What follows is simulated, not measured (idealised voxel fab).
process module | voxel double patterning
In the cross-section labelled cut, the width is 175 nm and each square cell is 5 nm.
Cross-section spec: square-cell grid; bands listed top down; each band is one or more rows. Heads up on the band format: heights come first, top then bottom, in nm. After that it's the materials left to right, each with its width in nm. A single material flagged "all across" fills the whole band edge to edge, and "air" means there's empty space there. The level at which height equals 0 is the one under which the wafer, as it arrives, is entirely one material. No lower edge exists for the bottom band, which continues downward and is notated as in "top 0, no bottom". The expression "30..40" gives the width at the extremes of the band, the first number at its top row of cells and the second at its bottom row, with the width changing by equal amounts from each row to the next in between. Step note "same as before" = no cross-section cell changed. Listed in "Enclosed internal voids": every empty space of 8 or more cells without an open way to the top. Form: width x height at distance, the distance being from the left edge, all in nm. Post-settings text on a step line: simulator's own remark regarding the step. overlay nm: right-of-plan distance of the mask on a masked step; negative values mean left-of-plan.
Process steps (planned)
1) RECEIVE with material Si
2) CONFORMAL_DEP with material SiN, thk nm 10
3) DIRECTIONAL_DEP with material SiO2, thk nm 15
4) DIRECTIONAL_DEP with material SiCN, thk nm 5
5) MASKED_ETCH with tone open, mask id FIRST, width nm 15, pitch nm 50, etch materials SiCN, depth nm 5, overlay nm 0
6) DIRECTIONAL_DEP with material aC, thk nm 15
7) PATTERN with tone open, mask id SECOND, material resist, width nm 15, thk nm 35, overlay nm -15
8) DIRECTIONAL_ETCH with etch materials aC, depth nm 15
9) STRIP with etch materials resist
10) DIRECTIONAL_ETCH with etch materials SiCN, depth nm 5
11) STRIP with etch materials aC
12) DIRECTIONAL_ETCH with etch materials SiO2, depth nm 15
13) STRIP with etch materials SiCN
What sets these wafers apart? The overlay nm at step 7. They all start alike, and the plan carries the first wafer's value.
The first of several wafers, as received after step 1, seen in section
    top 0, no bottom | Si all across
    Enclosed internal voids: none
Gained (+) or lost (-) cells of each material since receipt, then closed voids: one row per wafer, at the end of the module
overlay nm -15 | +70 SiN | +81 SiO2 | Enclosed internal voids: none
overlay nm -10 | +70 SiN | +78 SiO2 | Enclosed internal voids: none
overlay nm -5 | +70 SiN | +78 SiO2 | Enclosed internal voids: none
overlay nm 0 | +70 SiN | +78 SiO2 | Enclosed internal voids: none
overlay nm 5 | +70 SiN | +78 SiO2 | Enclosed internal voids: none
overlay nm 10 | +70 SiN | +78 SiO2 | Enclosed internal voids: none
overlay nm 15 | +70 SiN | +81 SiO2 | Enclosed internal voids: none
